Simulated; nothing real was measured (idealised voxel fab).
The process module presented herein is designated voxel air gaps.
Section cut is 155 nm wide and gridded with 5 nm square cells.
How to read a cross-section here: the picture is a grid of square cells, written as bands going from the top down, and any band can span one or more rows of cells.
Top, bottom (nm), then materials left to right with widths (nm); lone material tagged "full width" fills the whole band edge to edge; "empty" = empty space.
Height reference: 0 = level under which incoming wafer is all one material. Lowest band: no bottom, runs on downward, e.g. "0 nm and below".
You'd read "30->40" like this: the band's top row of cells is as wide as the first number, its bottom row is as wide as the second, and going down, every row changes width by the same amount as the row before did.
The cross-section has no changed cell in any step marked "no change occurred".
Voids not open to the top, 8 cells minimum: see "Entrapped void list". Written width x height at distance; distance is from the left edge; nm.
Where a step's line continues beyond its settings, the continuation is a remark by the simulator itself on that step.
overlay nm: on a step with a mask, how far right of its planned place the mask lay; negative means left.

### List of planned process steps
step 1: RECEIVE,material Si
step 2: CONFORMAL_DEP,material SiO2,thk nm 15
step 3: CONFORMAL_DEP,material SiCN,thk nm 5
step 4: DIRECTIONAL_DEP,material lowk,thk nm 35
step 5: PATTERN,tone open,mask id LINES,material resist,width nm 15,pitch nm 40,thk nm 15,overlay nm 0
step 6: DIRECTIONAL_ETCH,etch materials lowk,depth nm 35
step 7: STRIP,etch materials resist
step 8: CONFORMAL_DEP,material TiN,thk nm 5
step 9: FILL_DEP,material W,thk nm 5
step 10: CMP,height nm 55
step 11: EPI,material Ru,thk nm 10
step 12: SELECTIVE_ETCH,etch materials lowk,depth nm 45
step 13: CONFORMAL_DEP,material SiCN,thk nm 5
Split variable: thk nm, step 8. Plan value = first wafer. Wafers start alike.

### Cross-section of the first of several wafers as received (after step 1)
* 0 nm and below  Si full width
* Entrapped void list: none

### Here's the first of several wafers in cross-section, end of the module, after the last step, step 13
* 70 nm to 65 nm  empty: 15  SiCN: 125  empty: 15
* 65 nm to 55 nm  empty: 15  SiCN: 5  Ru: 35  SiCN: 5  Ru: 35  SiCN: 5  Ru: 35  SiCN: 5  empty: 15
* 55 nm to 50 nm  empty: 15  SiCN: 15  TiN: 5  W: 5  TiN: 5  SiCN: 25  TiN: 5  W: 5  TiN: 5  SiCN: 25  TiN: 5  W: 5  TiN: 5  SiCN: 15  empty: 15
* 50 nm to 25 nm  empty: 25  SiCN: 5  TiN: 5  W: 5  TiN: 5  SiCN: 5  empty: 15  SiCN: 5  TiN: 5  W: 5  TiN: 5  SiCN: 5  empty: 15  SiCN: 5  TiN: 5  W: 5  TiN: 5  SiCN: 5  empty: 25
* 25 nm to 20 nm  SiCN: 30  TiN: 15  SiCN: 25  TiN: 15  SiCN: 25  TiN: 15  SiCN: 30
* 20 nm to 15 nm  SiCN full width
* 15 nm to 0 nm  SiO2 full width
* 0 nm and below  Si full width
* Entrapped void list: 15 x 25 at 50; 15 x 25 at 90

### The module's end: a cross-section of the last wafer
* 70 nm to 65 nm  empty: 15  SiCN: 125  empty: 15
* 65 nm to 55 nm  empty: 15  SiCN: 5  Ru: 35  SiCN: 5  Ru: 35  SiCN: 5  Ru: 35  SiCN: 5  empty: 15
* 55 nm to 50 nm  empty: 15  SiCN: 15  TiN: 15  SiCN: 25  TiN: 15  SiCN: 25  TiN: 15  SiCN: 15  empty: 15
* 50 nm to 25 nm  empty: 25  SiCN: 5  TiN: 15  SiCN: 5  empty: 15  SiCN: 5  TiN: 15  SiCN: 5  empty: 15  SiCN: 5  TiN: 15  SiCN: 5  empty: 25
* 25 nm to 20 nm  SiCN: 30  TiN: 15  SiCN: 25  TiN: 15  SiCN: 25  TiN: 15  SiCN: 30
* 20 nm to 15 nm  SiCN full width
* 15 nm to 0 nm  SiO2 full width
* 0 nm and below  Si full width
* Entrapped void list: 15 x 25 at 50; 15 x 25 at 90

### Basically each wafer gets a line in the table, showing it at the end of the module: material by material, the cells it gained (+) or lost (-) since we got it, then its closed voids
thk nm 5; +42 Ru; +132 SiCN; +93 SiO2; +45 TiN; +18 W; Entrapped void list: 15 x 25 at 50; 15 x 25 at 90
thk nm 10; +42 Ru; +132 SiCN; +93 SiO2; +63 TiN; Entrapped void list: 15 x 25 at 50; 15 x 25 at 90
thk nm 15; +42 Ru; +132 SiCN; +93 SiO2; +63 TiN; Entrapped void list: 15 x 25 at 50; 15 x 25 at 90
thk nm 20; +42 Ru; +132 SiCN; +93 SiO2; +63 TiN; Entrapped void list: 15 x 25 at 50; 15 x 25 at 90
